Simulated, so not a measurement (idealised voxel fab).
voxel self aligned contacts: a process module
Section cut is 280 nm wide and gridded with 5 nm square cells.
Notation: cross-section as square-cell grid; stated in bands, top first, going down; one or more cell rows per band.
A band entry consists of two parts. The first gives the height of the band's top and the height of its bottom, in nm. The rest lists the band's materials from left to right, each with its width in nm. A single material labelled with the word "throughout" fills the band from edge to edge, and the word "blank" marks empty space.
It should be noted that heights are counted from 0, beneath which the wafer as supplied is of one material throughout, and that the lowest band possesses no lower boundary but continues downward, as written in "z 0 and below".
It should be noted that a width expressed as "30->40" varies in equal increments from row to row of cells within the band, taking the value of the first number at the top row and that of the second number at the bottom row.
The designation "nothing changed", where it is given for a processing step, indicates that no cell of the cross-section was altered in the course of that step.
Basically, "Sealed-off cavities" tells you about the enclosed voids: empty spaces with no open way to the top, 8 cells or bigger, each written width x height at distance, where distance is from the left edge, all in nm.
Formally, on a step line, whatever follows the settings is a remark that the simulator itself makes on the step.
overlay nm: on a step with a mask, how far right of its planned place the mask lay; negative means left.

HERE'S WHAT THE PLANNED PROCESS STEPS LOOK LIKE
1: RECEIVE, material Si
2: CONFORMAL_DEP, material SiO2, thk nm 5
3: DIRECTIONAL_DEP, material polySi, thk nm 25
4: DIRECTIONAL_DEP, material SiN, thk nm 20
5: DIRECTIONAL_DEP, material aC, thk nm 10
6: PATTERN, tone cover, mask id GATE, material resist, width nm 35, pitch nm 70, thk nm 25, overlay nm 0
7: DIRECTIONAL_ETCH, etch materials aC, depth nm 10
8: STRIP, etch materials resist
9: DIRECTIONAL_ETCH, etch materials SiN, depth nm 20
10: DIRECTIONAL_ETCH, etch materials polySi, depth nm 25
11: STRIP, etch materials aC
12: CONFORMAL_DEP, material SiN, thk nm 5
13: DIRECTIONAL_ETCH, etch materials SiN, depth nm 5
14: FILL_DEP, material SiO2, thk nm 10
15: CMP, height nm 55
16: DIRECTIONAL_DEP, material aC, thk nm 10
17: PATTERN, tone open, mask id CONTACT, material resist, width nm 55, pitch nm 70, thk nm 25, overlay nm 0
18: DIRECTIONAL_ETCH, etch materials aC, depth nm 10
19: STRIP, etch materials resist
20: DIRECTIONAL_ETCH, etch materials SiO2, depth nm 55
21: STRIP, etch materials aC
22: CONFORMAL_DEP, material TiN, thk nm 5
23: FILL_DEP, material Ru, thk nm 10
24: CMP, height nm 55
25: CONFORMAL_DEP, material SiN, thk nm 5

RECEIVED-STATE CROSS-SECTION, REFLECTING COMPLETION OF STEP 1
> z 0 and below  Si throughout
> Sealed-off cavities: none

CROSS-SECTION AT MODULE END, ONE RUN ERROR; START AND PLAN UNCHANGED FROM ABOVE
> z 60 to 55  SiN throughout
> z 55 to 50  SiO2 (75) / TiN (15) / Ru (25) / TiN (15) / SiO2 (15) / TiN (15) / Ru (25) / TiN (15) / SiO2 (80)
> z 50 to 30  SiO2 (50) / SiN (35) / TiN (5) / Ru (25) / TiN (5) / SiN (35) / TiN (5) / Ru (25) / TiN (5) / SiN (35) / SiO2 (55)
> z 30 to 5  SiO2 (50) / SiN (5) / polySi (25) / SiN (5) / TiN (5) / Ru (25) / TiN (5) / SiN (5) / polySi (25) / SiN (5) / TiN (5) / Ru (25) / TiN (5) / SiN (5) / polySi (25) / SiN (5) / SiO2 (55)
> z 5 to 0  SiO2 (85) / TiN (35) / SiO2 (35) / TiN (35) / SiO2 (90)
> z 0 and below  Si throughout
> Sealed-off cavities: none
Heads up, the wafer didn't run the way we planned it: rather than as planned, step 6 actually ran as PATTERN, tone cover, mask id GATE, material resist, width nm 25, pitch nm 70, thk nm 25, overlay nm 0
